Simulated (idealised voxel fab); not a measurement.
Process module name: voxel self aligned contacts
Xsec cut, 175 nm wide, square cell size 5 nm.
Just so we're on the same page, the cross-sections are grids of square cells, and they're listed out in bands top to bottom, each band one or more rows deep. First you get the band's top height and its bottom height, in nm, and then the materials it's made of, left to right, with each width in nm. If you see a single material with "full width", that one covers the band edge to edge. "air" is empty space. Beneath 0, the wafer as received is one material, and that level is where height counting begins. The lowest band goes on downward without a bottom; it is written like "z 0 and below". A two-number width, for instance "30->40", indicates that the width is equal to the first number in the top row of the band and to the second number in the bottom row, and that it changes by a constant amount per row of cells. "no modification" -> step changed no cross-section cell. So "Closed cavity list" is basically the list of trapped voids: any empty space of 8 cells or more that can't reach the top through an opening. They're written width x height at distance, the distance being from the left edge, and it's all nm. Heads up: the bit after the settings on a step's line is the simulator's remark on that step. On any step carrying a mask, the "overlay nm" setting, if present on the step's line, tells how far right of its planned place the mask lay; negative values point to the left.

Planned process steps
- 1: RECEIVE: material Si
- 2: CONFORMAL_DEP: material SiO2, thk nm 5
- 3: DIRECTIONAL_DEP: material polySi, thk nm 25
- 4: DIRECTIONAL_DEP: material SiN, thk nm 25
- 5: MASKED_ETCH: tone cover, mask id GATE, width nm 30, pitch nm 65, etch materials SiN, depth nm 25, overlay nm 0
- 6: MASKED_ETCH: tone cover, mask id GATE, width nm 30, pitch nm 65, etch materials polySi, depth nm 25, overlay nm 0
- 7: CONFORMAL_DEP: material SiN, thk nm 10
- 8: DIRECTIONAL_ETCH: etch materials SiN, depth nm 10
- 9: FILL_DEP: material SiO2, thk nm 10
- 10: CMP: height nm 60
- 11: MASKED_ETCH: tone open, mask id CONTACT, width nm 45, etch materials SiO2, depth nm 60, overlay nm 0
- 12: CONFORMAL_DEP: material TiN, thk nm 5
- 13: FILL_DEP: material W, thk nm 5
- 14: CMP: height nm 60
- 15: CONFORMAL_DEP: material SiN, thk nm 5

First wafer, as planned

As-received state of the wafer in cross-section, equivalent to post-step 1
* z 0 and below: Si full width
* Closed cavity list: none

Upon completion of step 2, the wafer appears in cross-section as shown
* z 5 to 0: SiO2 full width
* Rest of section, below 0: as before.

Upon completion of step 3, the wafer appears in cross-section as shown
* z 30 to 5: polySi full width
* Rest of section, below 5: as before.

Upon completion of step 4, the wafer appears in cross-section as shown
* z 55 to 30: SiN full width
* Rest of section, below 30: as before.

Upon completion of step 5, the wafer appears in cross-section as shown
* z 55 to 30: 40 nm air; 30 nm SiN; 35 nm air; 30 nm SiN; 40 nm air
* Rest of section, below 30: as before.

Upon completion of step 6, the wafer appears in cross-section as shown
* z 55 to 30: 40 nm air; 30 nm SiN; 35 nm air; 30 nm SiN; 40 nm air
* z 30 to 5: 40 nm air; 30 nm polySi; 35 nm air; 30 nm polySi; 40 nm air
* Rest of section, below 5: as before.

Upon completion of step 7, the wafer appears in cross-section as shown
* z 65 to 30: 30 nm air; 50 nm SiN; 15 nm air; 50 nm SiN; 30 nm air
* z 30 to 15: 30 nm air; 10 nm SiN; 30 nm polySi; 10 nm SiN; 15 nm air; 10 nm SiN; 30 nm polySi; 10 nm SiN; 30 nm air
* z 15 to 5: 40 nm SiN; 30 nm polySi; 35 nm SiN; 30 nm polySi; 40 nm SiN
* Rest of section, below 5: as before.

Upon completion of step 8, the wafer appears in cross-section as shown
* z 55 to 30: 30 nm air; 50 nm SiN; 15 nm air; 50 nm SiN; 30 nm air
* z 30 to 5: 30 nm air; 10 nm SiN; 30 nm polySi; 10 nm SiN; 15 nm air; 10 nm SiN; 30 nm polySi; 10 nm SiN; 30 nm air
* Rest of section, below 5: as before.

Upon completion of step 9, the wafer appears in cross-section as shown
* z 65 to 55: SiO2 full width
* z 55 to 30: 30 nm SiO2; 50 nm SiN; 15 nm SiO2; 50 nm SiN; 30 nm SiO2
* z 30 to 5: 30 nm SiO2; 10 nm SiN; 30 nm polySi; 10 nm SiN; 15 nm SiO2; 10 nm SiN; 30 nm polySi; 10 nm SiN; 30 nm SiO2
* Rest of section, below 5: as before.

Upon completion of step 10, the wafer appears in cross-section as shown
* z 60 to 55: SiO2 full width
* Rest of section, below 55: as before.

Upon completion of step 11, the wafer appears in cross-section as shown
* z 60 to 55: 65 nm SiO2; 45 nm air; 65 nm SiO2
* z 55 to 30: 30 nm SiO2; 50 nm SiN; 15 nm air; 50 nm SiN; 30 nm SiO2
* z 30 to 5: 30 nm SiO2; 10 nm SiN; 30 nm polySi; 10 nm SiN; 15 nm air; 10 nm SiN; 30 nm polySi; 10 nm SiN; 30 nm SiO2
* z 5 to 0: 80 nm SiO2; 15 nm air; 80 nm SiO2
* Rest of section, below 0: as before.

Upon completion of step 12, the wafer appears in cross-section as shown
* z 65 to 60: 70 nm TiN; 35 nm air; 70 nm TiN
* z 60 to 55: 65 nm SiO2; 20 nm TiN; 5 nm air; 20 nm TiN; 65 nm SiO2
* z 55 to 30: 30 nm SiO2; 50 nm SiN; 5 nm TiN; 5 nm air; 5 nm TiN; 50 nm SiN; 30 nm SiO2
* z 30 to 5: 30 nm SiO2; 10 nm SiN; 30 nm polySi; 10 nm SiN; 5 nm TiN; 5 nm air; 5 nm TiN; 10 nm SiN; 30 nm polySi; 10 nm SiN; 30 nm SiO2
* z 5 to 0: 80 nm SiO2; 15 nm TiN; 80 nm SiO2
* Rest of section, below 0: as before.

Upon completion of step 13, the wafer appears in cross-section as shown
* z 70 to 65: W full width
* z 65 to 60: 70 nm TiN; 35 nm W; 70 nm TiN
* z 60 to 55: 65 nm SiO2; 20 nm TiN; 5 nm W; 20 nm TiN; 65 nm SiO2
* z 55 to 30: 30 nm SiO2; 50 nm SiN; 5 nm TiN; 5 nm W; 5 nm TiN; 50 nm SiN; 30 nm SiO2
* z 30 to 5: 30 nm SiO2; 10 nm SiN; 30 nm polySi; 10 nm SiN; 5 nm TiN; 5 nm W; 5 nm TiN; 10 nm SiN; 30 nm polySi; 10 nm SiN; 30 nm SiO2
* Rest of section, below 5: as before.

Upon completion of step 14, the wafer appears in cross-section as shown
* z 60 to 55: 65 nm SiO2; 20 nm TiN; 5 nm W; 20 nm TiN; 65 nm SiO2
* Rest of section, below 55: as before.

Upon completion of step 15, the wafer appears in cross-section as shown
* z 65 to 60: SiN full width
* Rest of section, below 60: as before.

Okay, second wafer. Nothing different at the start, nothing different in the plan, just one mistake somewhere in the running. As far as step 4, counting that step, it's the first wafer all over again

Second wafer, section view, time point: scheduled end of step 5
* z 55 to 30: 40 nm SiN; 30 nm air; 35 nm SiN; 30 nm air; 40 nm SiN
* Rest of section, below 30: as before.

Second wafer, section view, time point: scheduled end of step 6: no modification

Second wafer, section view, time point: scheduled end of step 7
* z 65 to 40: 50 nm SiN; 10 nm air; 55 nm SiN; 10 nm air; 50 nm SiN
* z 40 to 30: SiN full width
* Rest of section, below 30: as before.

Second wafer, section view, time point: scheduled end of step 8
* z 55 to 30: 50 nm SiN; 10 nm air; 55 nm SiN; 10 nm air; 50 nm SiN
* Rest of section, below 30: as before.

Second wafer, section view, time point: scheduled end of step 9
* z 65 to 55: SiO2 full width
* z 55 to 30: 50 nm SiN; 10 nm SiO2; 55 nm SiN; 10 nm SiO2; 50 nm SiN
* Rest of section, below 30: as before.

Second wafer, section view, time point: scheduled end of step 10
* z 60 to 55: SiO2 full width
* Rest of section, below 55: as before.

Second wafer, section view, time point: scheduled end of step 11
* z 60 to 55: 65 nm SiO2; 45 nm air; 65 nm SiO2
* Rest of section, below 55: as before.

Second wafer, section view, time point: scheduled end of step 12
* z 65 to 60: 70 nm TiN; 35 nm air; 70 nm TiN
* z 60 to 55: 65 nm SiO2; 45 nm TiN; 65 nm SiO2
* Rest of section, below 55: as before.

Second wafer, section view, time point: scheduled end of step 13
* z 70 to 65: W full width
* z 65 to 60: 70 nm TiN; 35 nm W; 70 nm TiN
* Rest of section, below 60: as before.

Second wafer, section view, time point: scheduled end of step 14
* z 60 to 55: 65 nm SiO2; 45 nm TiN; 65 nm SiO2
* Rest of section, below 55: as before.

Second wafer, section view, time point: scheduled end of step 15
* z 65 to 60: SiN full width
* Rest of section, below 60: as before.
Where did the run depart from the plan? not per plan at step 5, really ran MASKED_ETCH: tone open, mask id GATE, width nm 30, pitch nm 65, etch materials SiN, depth nm 25, overlay nm 0
Final wafer comparison in cells, second versus first, more or fewer per material: +15 SiN | -97 SiO2 | -22 TiN | -11 W | +115 polySi
